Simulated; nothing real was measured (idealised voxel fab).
Process module under the name voxel double patterning
Cross-sectional view cut (width: 205 nm; square cell size: 5 nm).
Format of a cross-section: grid, square cells. Given as bands. Order: top down. Band: one or more rows of cells. The entry gives the band's vertical extent as a top height and a bottom height in nm, then its horizontal make-up as materials from left to right, each with a width in nm. "empty" stands for empty space; a single material marked "edge to edge" fills the band edge to edge. Height reference: 0 = level under which incoming wafer is all one material. Lowest band: no bottom, runs on downward, e.g. "from 0 down". A width such as "30->40" changes by the same amount from each row of cells to the next, from the band's top row to its bottom row. Step note "nothing got changed" = no cross-section cell changed. Enclosed voids (no open way to top), threshold 8 cells or more, entry "Enclosed void inventory", notation width x height at distance, distance from left edge, nm. The remark found on a step's line after its settings is issued by the simulator itself and pertains to that step. The optional step-line setting "overlay nm" applies to steps with a mask and quantifies how far to the right of its planned location the mask lay, a negative value indicating leftward placement.
**This section lists the process steps that were planned**
1 op RECEIVE | material Si
2 op CONFORMAL_DEP | material SiO2 | thk nm 10
3 op DIRECTIONAL_DEP | material TiN | thk nm 15
4 op DIRECTIONAL_DEP | material SiCN | thk nm 10
5 op MASKED_ETCH | tone open | mask id FIRST | width nm 15 | pitch nm 50 | etch materials SiCN | depth nm 10 | overlay nm 0
6 op MASKED_ETCH | tone open | mask id SECOND | width nm 15 | etch materials SiCN | depth nm 10 | overlay nm 0
7 op DIRECTIONAL_ETCH | etch materials TiN | depth nm 15
8 op STRIP | etch materials SiCN
**Wafer, first of two, run as planned**
**Wafer cross-section on receipt, i.e. after step 1**
> from 0 down: Si edge to edge
> Enclosed void inventory: none
**Cross-section of the wafer after step 2**
> from 10 to 0: SiO2 edge to edge
> Lower than 0, everything is as it was.
**Cross-section of the wafer after step 3**
> from 25 to 10: TiN edge to edge
> Lower than 10, everything is as it was.
**Cross-section of the wafer after step 4**
> from 35 to 25: SiCN edge to edge
> Lower than 25, everything is as it was.
**Cross-section of the wafer after step 5**
> from 35 to 25: SiCN: 70 | empty: 15 | SiCN: 35 | empty: 15 | SiCN: 70
> Lower than 25, everything is as it was.
**Cross-section of the wafer after step 6**
> from 35 to 25: SiCN: 70 | empty: 15 | SiCN: 10 | empty: 15 | SiCN: 10 | empty: 15 | SiCN: 70
> Lower than 25, everything is as it was.
**Cross-section of the wafer after step 7**
> from 35 to 25: SiCN: 70 | empty: 15 | SiCN: 10 | empty: 15 | SiCN: 10 | empty: 15 | SiCN: 70
> from 25 to 10: TiN: 70 | empty: 15 | TiN: 10 | empty: 15 | TiN: 10 | empty: 15 | TiN: 70
> Lower than 10, everything is as it was.
**Cross-section of the wafer after step 8**
> from 25 to 10: TiN: 70 | empty: 15 | TiN: 10 | empty: 15 | TiN: 10 | empty: 15 | TiN: 70
> Lower than 10, everything is as it was.
**Second wafer, same starting conditions and recipe as the first, one mistake in executing it, nothing differs from the first up to and including step 3**
**Planned end of step 4: second wafer, cross-section**
> from 35 to 25: SiO2 edge to edge
> Lower than 25, everything is as it was.
Planned end of step 5: second wafer, cross-section: nothing got changed
Planned end of step 6: second wafer, cross-section: nothing got changed
Planned end of step 7: second wafer, cross-section: nothing got changed
Planned end of step 8: second wafer, cross-section: nothing got changed
The mistake made against the process plan was this: step 4 was processed under conditions differing from the plan, specifically as op DIRECTIONAL_DEP | material SiO2 | thk nm 10
In the final state, the cell counts of the second wafer exceed or fall short of those of the first for the following materials: +82 SiO2; +27 TiN
